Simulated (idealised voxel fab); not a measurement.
This section sets out a process module, namely voxel double patterning.
This is section cut - it's 230 nm across, gridded in 5 nm square cells.
Cross-section format: a grid of square cells, given as bands from top to bottom; each band is one or more rows of cells. Band: top and bottom heights (nm) first, top before bottom; then materials from left to right, widths in nm. "all across" marks a sole material filling the band edge to edge. "blank" denotes empty space. We count height from 0. Below that, the starting wafer is all one material. The lowest band never ends at the bottom but goes on down; see "0 down" for how that is written. When a width is written as two numbers, as in "30->40", the first number is the width in the top row of cells of the band and the second is the width in its bottom row, and the width changes by the same amount from each row to the next. Where the words "no alteration" appear for a step, the cross-section shows no cell changed by that step; every cell remained as before. Closed-off voids of 8+ cells (no open route to the top) go in "Cavities, closed", written width x height at distance from the left edge, in nm. Anything after a step's settings on that line? It's the simulator's own note about the step. "overlay nm" answers the question of how far to the right of plan the mask lay on a step that has a mask, and when it is negative the answer is to the left.

**The steps planned for the process are as follows**
| 1 | RECEIVE [material Si] |
| 2 | CONFORMAL_DEP [material SiO2] [thk nm 5] |
| 3 | DIRECTIONAL_DEP [material TiN] [thk nm 10] |
| 4 | DIRECTIONAL_DEP [material SiN] [thk nm 5] |
| 5 | MASKED_ETCH [tone open] [mask id FIRST] [width nm 15] [pitch nm 50] [etch materials SiN] [depth nm 5] [overlay nm 0] |
| 6 | MASKED_ETCH [tone open] [mask id SECOND] [width nm 15] [etch materials SiN] [depth nm 5] [overlay nm 0] |
| 7 | DIRECTIONAL_ETCH [etch materials TiN] [depth nm 10] |
| 8 | STRIP [etch materials SiN] |
The thk nm used in step 4 is not the same on every wafer, whereas the starting condition is; the value printed in the plan is the first wafer's.

**Received condition of the first of several wafers, sectioned: post-step 1**
  0 down | Si all across
  Cavities, closed: none

**Basically each wafer gets a line in the table, showing it at the end of the module: material by material, the cells it gained (+) or lost (-) since we got it, then its closed voids**
thk nm 5 | +46 SiO2 | +74 TiN | Cavities, closed: none
thk nm 10 | +46 SiO2 | +92 TiN | Cavities, closed: none
thk nm 15 | +46 SiO2 | +92 TiN | Cavities, closed: none
thk nm 20 | +46 SiO2 | +92 TiN | Cavities, closed: none
